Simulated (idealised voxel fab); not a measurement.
The following process module bears the name voxel ribs on slabs.
Displayed cross-section: cut, width of 270 nm, square cells sized 5 nm.
Bands, listed from the top down, are how a cross-section gets written in this document; the cross-section itself is a grid of square cells, and a band is one or more rows of them. Band: top height; bottom height; in nm. Then, left to right: material with width in nm, for each material. "throughout": a single material spanning edge to edge. "air": empty space. Convention: height 0 is the level below which the wafer, as received, is all one material. The lowest band does not terminate at the bottom but continues downward, represented as "0..down". The expression "30..40" gives the width at the extremes of the band, the first number at its top row of cells and the second at its bottom row, with the width changing by equal amounts from each row to the next in between. Given "same as before" for a step, no cell of the cross-section differs between before and after that step. Voids not open to the top, 8 cells minimum: see "Trapped void list". Written width x height at distance; distance is from the left edge; nm. What comes after the settings on a step's line is commentary from the simulator itself on that step. overlay nm: right-of-plan distance of the mask on a masked step; negative values mean left-of-plan.

Intended process steps:
1,RECEIVE: material Si
2,DIRECTIONAL_DEP: material SiO2, thk nm 25
3,DIRECTIONAL_DEP: material SiN, thk nm 20
4,PATTERN: tone cover, mask id RIB, material resist, width nm 30, thk nm 15, overlay nm 0
5,DIRECTIONAL_ETCH: etch materials SiN, depth nm 15
6,STRIP: etch materials resist
7,MASKED_ETCH: tone cover, mask id SLAB, width nm 80, etch materials SiN, depth nm 5, overlay nm -15
8,FILL_DEP: material SiO2, thk nm 25
9,CMP: height nm 65
10,DIRECTIONAL_DEP: material TiN, thk nm 5
11,DIRECTIONAL_DEP: material aC, thk nm 15
12,PATTERN: tone cover, mask id HEATER, material resist, width nm 40, thk nm 35, overlay nm 0
13,DIRECTIONAL_ETCH: etch materials aC, depth nm 15
14,STRIP: etch materials resist
15,DIRECTIONAL_ETCH: etch materials TiN, depth nm 5
16,STRIP: etch materials aC
17,CONFORMAL_DEP: material SiO2, thk nm 10
varied across the wafers: overlay nm of step 7. The plan shows the first wafer's value. All wafers start alike

Step 1 complete: as-received cross-section of the first of several wafers:
    0..down = Si throughout
    Trapped void list: none

Quick look at the cross-section of the first of several wafers after step 17, which wraps up the module:
    80..75 = air 105 nm / SiO2 60 nm / air 105 nm
    75..70 = SiO2 throughout
    70..65 = SiO2 115 nm / TiN 40 nm / SiO2 115 nm
    65..45 = SiO2 throughout
    45..30 = SiO2 120 nm / SiN 30 nm / SiO2 120 nm
    30..25 = SiO2 80 nm / SiN 80 nm / SiO2 110 nm
    25..0 = SiO2 throughout
    0..down = Si throughout
    Trapped void list: none

Cross-section of the last wafer at end of module:
    80..75 = air 105 nm / SiO2 60 nm / air 105 nm
    75..70 = SiO2 throughout
    70..65 = SiO2 115 nm / TiN 40 nm / SiO2 115 nm
    65..45 = SiO2 throughout
    45..30 = SiO2 120 nm / SiN 30 nm / SiO2 120 nm
    30..25 = SiO2 110 nm / SiN 80 nm / SiO2 80 nm
    25..0 = SiO2 throughout
    0..down = Si throughout
    Trapped void list: none

Row per wafer, end-of-module: cell gain (+)/loss (-) by material since the wafer came in, then closed voids:
overlay nm -15, +34 SiN, +780 SiO2, +8 TiN, Trapped void list: none
overlay nm -10, +34 SiN, +780 SiO2, +8 TiN, Trapped void list: none
overlay nm -5, +34 SiN, +780 SiO2, +8 TiN, Trapped void list: none
overlay nm 0, +34 SiN, +780 SiO2, +8 TiN, Trapped void list: none
overlay nm 5, +34 SiN, +780 SiO2, +8 TiN, Trapped void list: none
overlay nm 10, +34 SiN, +780 SiO2, +8 TiN, Trapped void list: none
overlay nm 15, +34 SiN, +780 SiO2, +8 TiN, Trapped void list: none
